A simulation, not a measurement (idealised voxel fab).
You're looking at the process module voxel capacitor over wiring.
Square cell edge 5 nm, section width 295 nm, ID cut.
We lay out every cross-section as a grid of square cells and spell it out in bands from the top down, where one band means one or more rows of cells. What a band's entry tells you: where the top is and where the bottom is, as heights in nm, and after that what lies inside, material by material from left to right, each with its width in nm. Empty space is written as the word "blank", and a single material marked with the word "edge to edge" occupies the band from edge to edge. Note: height 0 marks the level under which the wafer is uniformly one material as received. Lowest band unbounded below, written "0 and below". Read "30 to 40" as a graded width: first number on top, second number at the bottom, same change between each pair of neighbouring rows. Basically "no modifications" means that step didn't change any cell in the cross-section. In "Completely enclosed voids" the enclosed voids are listed, meaning empty spaces of 8 cells or larger without any opening to the top. The form is width x height at distance, distance from the left edge, units nm. On a step's line, text after the settings is the simulator commenting on that step. You can add "overlay nm" to a step's line. For a step with a mask, it describes how far the mask lay to the right of its planned position, and a negative number describes a lay to the left.

**The steps planned for the process are as follows**
1,RECEIVE | material Si
2,CONFORMAL_DEP | material SiO2 | thk nm 15
3,CONFORMAL_DEP | material SiCN | thk nm 5
4,DIRECTIONAL_DEP | material SiO2 | thk nm 20
5,MASKED_ETCH | tone open | mask id METAL_1 | width nm 20 | pitch nm 85 | etch materials SiO2 | depth nm 20 | overlay nm 0
6,MASKED_ETCH | tone open | mask id METAL_1 | width nm 20 | pitch nm 85 | etch materials SiCN | depth nm 5 | overlay nm 0
7,CONFORMAL_DEP | material TiN | thk nm 5
8,FILL_DEP | material Cu | thk nm 10
9,CMP | height nm 40
10,CONFORMAL_DEP | material SiCN | thk nm 5
11,DIRECTIONAL_DEP | material SiO2 | thk nm 10
12,DIRECTIONAL_DEP | material aC | thk nm 15
13,PATTERN | tone open | mask id PLUG_1 | material resist | width nm 15 | thk nm 35 | overlay nm 0
14,DIRECTIONAL_ETCH | etch materials aC | depth nm 15
15,STRIP | etch materials resist
16,DIRECTIONAL_ETCH | etch materials SiO2 | depth nm 10
17,DIRECTIONAL_ETCH | etch materials SiCN | depth nm 5
18,STRIP | etch materials aC
19,EPI | material Ru | thk nm 10
20,EPI | material Ru | thk nm 5
21,DIRECTIONAL_DEP | material TiN | thk nm 10
22,DIRECTIONAL_DEP | material SiN | thk nm 5
23,DIRECTIONAL_DEP | material TiN | thk nm 5
24,DIRECTIONAL_DEP | material aC | thk nm 15
25,PATTERN | tone cover | mask id UPPER_PLATE | material resist | width nm 70 | thk nm 30 | overlay nm 0
26,DIRECTIONAL_ETCH | etch materials aC | depth nm 15
27,STRIP | etch materials resist
28,DIRECTIONAL_ETCH | etch materials TiN | depth nm 5
29,DIRECTIONAL_ETCH | etch materials SiN | depth nm 5
30,STRIP | etch materials aC
31,DIRECTIONAL_DEP | material aC | thk nm 15
32,PATTERN | tone cover | mask id LOWER_PLATE | material resist | width nm 80 | thk nm 30 | overlay nm 0
33,DIRECTIONAL_ETCH | etch materials aC | depth nm 15
34,STRIP | etch materials resist
35,DIRECTIONAL_ETCH | etch materials TiN | depth nm 10
36,STRIP | etch materials aC
37,FILL_DEP | material SiO2 | thk nm 15
38,CMP | height nm 85
39,DIRECTIONAL_DEP | material aC | thk nm 10
40,PATTERN | tone open | mask id PLUG_2 | material resist | width nm 15 | thk nm 25 | overlay nm 0
41,DIRECTIONAL_ETCH | etch materials aC | depth nm 10
42,STRIP | etch materials resist
43,DIRECTIONAL_ETCH | etch materials SiO2 | depth nm 10
44,STRIP | etch materials aC
45,CONFORMAL_DEP | material TiN | thk nm 5
46,FILL_DEP | material Cu | thk nm 5
47,CMP | height nm 85
48,CONFORMAL_DEP | material SiN | thk nm 5

**This is the cross-section of the wafer as we received it, i.e. after step 1**
0 and below: Si edge to edge
Completely enclosed voids: none

**Final wafer profile in cross-section after the module, from the same start and plan as above, with one mistake made during processing**
90 down to 85: SiN edge to edge
85 down to 80: SiO2=110, TiN=5, Cu=5, TiN=5, SiO2=170
80 down to 75: SiO2=110, TiN=15, SiO2=170
75 down to 70: SiO2=95, TiN=5, SiO2=70, TiN=5, SiO2=120
70 down to 65: SiN=100, SiO2=70, SiN=125
65 down to 55: TiN edge to edge
55 down to 45: SiO2=100, Ru=15, SiO2=180
45 down to 40: SiCN=100, Ru=15, SiCN=180
40 down to 20: SiO2=95, TiN=5, Cu=10, TiN=5, SiO2=65, TiN=5, Cu=10, TiN=5, SiO2=95
20 down to 15: SiCN=95, TiN=20, SiCN=65, TiN=20, SiCN=95
15 down to 0: SiO2 edge to edge
0 and below: Si edge to edge
Completely enclosed voids: none
Run error: step 25 was processed under conditions differing from the plan, specifically as PATTERN | tone open | mask id UPPER_PLATE | material resist | width nm 70 | thk nm 30 | overlay nm 0
